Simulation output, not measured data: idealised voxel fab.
process module | voxel capacitor over wiring
cross-section cut | 140 nm wide | cells 5 nm
A cross-section is a grid of square cells, given in bands from the top down. A band is one or more rows of cells.
Each band's line starts with the height of the band's top and of its bottom, in nm. Then come its materials from left to right, each with its width in nm. One material with "throughout" fills the band from edge to edge. "air" is empty space.
Height 0 is the level under which the wafer as received is all one material. The lowest band goes on downwards, as in "0 down".
A width such as "30 to 40" changes by the same amount from each row of cells to the next, from the band's top row to its bottom row.
"no change" after a step means that no cell of the cross-section changed.
closed voids: empty space of 8 cells or more with no open way to the top, each as width x height at its distance from the left edge, in nm
after a step's settings: what the simulator itself notes on the step
overlay nm, on a step with a mask: how far to the right of its planned place the mask lay; to the left if negative
plan
1 op RECEIVE | material Si
2 op CONFORMAL_DEP | material SiO2 | thk nm 10
3 op CONFORMAL_DEP | material SiN | thk nm 5
4 op DIRECTIONAL_DEP | material lowk | thk nm 20
5 op MASKED_ETCH | tone open | mask id METAL_1 | width nm 20 | pitch nm 85 | etch materials lowk | depth nm 20 | overlay nm 0
6 op MASKED_ETCH | tone open | mask id METAL_1 | width nm 20 | pitch nm 85 | etch materials SiN | depth nm 5 | overlay nm 0
7 op CONFORMAL_DEP | material TiN | thk nm 5
8 op FILL_DEP | material Ru | thk nm 10
9 op CMP | height nm 35
10 op CONFORMAL_DEP | material SiCN | thk nm 5
11 op DIRECTIONAL_DEP | material SiO2 | thk nm 5
12 op MASKED_ETCH | tone open | mask id PLUG_1 | width nm 15 | etch materials SiO2 | depth nm 10 | overlay nm 0
13 op MASKED_ETCH | tone open | mask id PLUG_1 | width nm 15 | etch materials SiCN | depth nm 5 | overlay nm 0
14 op EPI | material Ru | thk nm 10
15 op EPI | material Ru | thk nm 5
16 op DIRECTIONAL_DEP | material TiN | thk nm 5
17 op DIRECTIONAL_DEP | material SiN | thk nm 5
18 op DIRECTIONAL_DEP | material TiN | thk nm 10
19 op DIRECTIONAL_DEP | material aC | thk nm 10
20 op PATTERN | tone cover | mask id UPPER_PLATE | material resist | width nm 70 | thk nm 30 | overlay nm 0
21 op DIRECTIONAL_ETCH | etch materials aC | depth nm 10
22 op STRIP | etch materials resist
23 op DIRECTIONAL_ETCH | etch materials TiN | depth nm 10
24 op DIRECTIONAL_ETCH | etch materials SiN | depth nm 5
25 op STRIP | etch materials aC
26 op DIRECTIONAL_DEP | material aC | thk nm 15
27 op PATTERN | tone cover | mask id LOWER_PLATE | material resist | width nm 80 | thk nm 35 | overlay nm 0
28 op DIRECTIONAL_ETCH | etch materials aC | depth nm 15
29 op STRIP | etch materials resist
30 op DIRECTIONAL_ETCH | etch materials TiN | depth nm 5
31 op STRIP | etch materials aC
32 op FILL_DEP | material SiO2 | thk nm 15
33 op CMP | height nm 80
34 op PATTERN | tone open | mask id PLUG_2 | material resist | width nm 15 | thk nm 15 | overlay nm 0
35 op DIRECTIONAL_ETCH | etch materials SiO2 | depth nm 10
36 op STRIP | etch materials resist
37 op CONFORMAL_DEP | material TiN | thk nm 5
38 op FILL_DEP | material Cu | thk nm 10
39 op CMP | height nm 80
40 op CONFORMAL_DEP | material SiN | thk nm 5
varied across the wafers: thk nm of step 11. The plan shows the first wafer's value. All wafers start alike
first wafer as received, after step 1
  0 down: Si throughout
  closed voids: none
first wafer at the end, after step 40
  85 to 80: SiN throughout
  80 to 75: SiO2 30 | TiN 5 | Cu 5 | TiN 5 | SiO2 95
  75 to 65: SiO2 30 to 20 | TiN 15 to 20 | SiO2 95 to 100
  65 to 60: SiO2 20 | TiN 70 | SiO2 50
  60 to 55: SiO2 20 | SiN 20 | TiN 50 | SiO2 50
  55 to 50: SiO2 15 | TiN 25 | SiN 50 | SiO2 50
  50 to 45: SiO2 15 | Ru 25 | TiN 55 | SiO2 45
  45 to 40: SiO2 20 | Ru 15 | SiO2 105
  40 to 35: SiCN 20 | Ru 15 | SiCN 105
  35 to 15: lowk 15 | TiN 5 | Ru 10 | TiN 5 | lowk 65 | TiN 5 | Ru 10 | TiN 5 | lowk 20
  15 to 10: SiN 15 | TiN 20 | SiN 65 | TiN 20 | SiN 20
  10 to 0: SiO2 throughout
  0 down: Si throughout
  closed voids: none
last wafer at the end
  85 to 80: SiN throughout
  80 to 75: SiO2 30 | TiN 60 | SiO2 50
  75 to 70: SiO2 20 | TiN 15 | SiN 55 | SiO2 50
  70 to 65: SiO2 15 | TiN 80 | SiO2 45
  65 to 60: SiO2 20 | SiN 15 | SiO2 105
  60 to 55: SiO2 20 | TiN 15 | SiO2 105
  55 to 40: SiO2 throughout
  40 to 35: SiCN throughout
  35 to 15: lowk 15 | TiN 5 | Ru 10 | TiN 5 | lowk 65 | TiN 5 | Ru 10 | TiN 5 | lowk 20
  15 to 10: SiN 15 | TiN 20 | SiN 65 | TiN 20 | SiN 20
  10 to 0: SiO2 throughout
  0 down: Si throughout
  closed voids: none
each wafer at the end: cells of each material gained (+) or lost (-) since it was received, then its closed voids
thk nm 5 | +1 Cu | +27 Ru | +25 SiCN | +62 SiN | +208 SiO2 | +73 TiN | +80 lowk | closed voids: none
thk nm 10 | +1 Cu | +25 Ru | +25 SiCN | +62 SiN | +210 SiO2 | +73 TiN | +80 lowk | closed voids: none
thk nm 15 | +16 Ru | +28 SiCN | +62 SiN | +218 SiO2 | +72 TiN | +80 lowk | closed voids: none
thk nm 20 | +16 Ru | +28 SiCN | +62 SiN | +220 SiO2 | +70 TiN | +80 lowk | closed voids: none
thk nm 25 | +16 Ru | +28 SiCN | +62 SiN | +232 SiO2 | +58 TiN | +80 lowk | closed voids: none
